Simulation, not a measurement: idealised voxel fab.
Module name: voxel spacer lines (process module)
Square cells of 5 nm make up the cross-section cut, whose width is 160 nm.
Cross-section = grid of square cells, listed top down in bands; band = one or more rows. The entry gives the band's vertical extent as a top height and a bottom height in nm, then its horizontal make-up as materials from left to right, each with a width in nm. "blank" stands for empty space; a single material marked "full width" fills the band edge to edge. All heights in this document are referenced to 0, defined as the level beneath which the wafer, as received, consists entirely of one material. The lowest band is not bounded below; it extends indefinitely downward and is written in the form "0 -> down". Width "30..40": first value at the band's top row of cells, second value at its bottom row, equal change from row to row. What does "nothing was modified" mean for a step? It means no cell of the cross-section changed in that step. "Voids, enclosed" - sealed voids, min. 8 cells, no opening to top; format: width x height at distance (distance from left edge; nm throughout). Step line, after settings: the simulator's comment on this step. On any step carrying a mask, the "overlay nm" setting, if present on the step's line, tells how far right of its planned place the mask lay; negative values point to the left.

[So here's the lineup of process steps we planned]
1) RECEIVE with material Si
2) CONFORMAL_DEP with material Al2O3, thk nm 5
3) DIRECTIONAL_DEP with material polySi, thk nm 20
4) DIRECTIONAL_DEP with material aC, thk nm 20
5) PATTERN with tone cover, mask id MANDREL, material resist, width nm 25, pitch nm 80, thk nm 30, overlay nm 0
6) DIRECTIONAL_ETCH with etch materials aC, depth nm 20
7) STRIP with etch materials resist
8) CONFORMAL_DEP with material SiN, thk nm 15
9) DIRECTIONAL_ETCH with etch materials SiN, depth nm 15
10) STRIP with etch materials aC
11) DIRECTIONAL_ETCH with etch materials polySi, depth nm 20
12) STRIP with etch materials SiN

[As received (post step 1): cross-section]
0 -> down | Si full width
Voids, enclosed: none

[First of two wafers, end-of-module section, run followed plan]
25 -> 5 | blank 10, polySi 15, blank 25, polySi 15, blank 25, polySi 15, blank 25, polySi 15, blank 15
5 -> 0 | Al2O3 full width
0 -> down | Si full width
Voids, enclosed: none

[Wafer two, sectioned after the module: the first wafer's start, the first wafer's plan, and one mistake in how it was run]
45 -> 25 | Al2O3 full width
25 -> 5 | polySi full width
5 -> 0 | Al2O3 full width
0 -> down | Si full width
Voids, enclosed: none
what went wrong: step 4 off recipe, ran as DIRECTIONAL_DEP with material Al2O3, thk nm 20
Final tally in cells, some materials are higher or lower on the second wafer than on the first: Al2O3 +128 | polySi +80
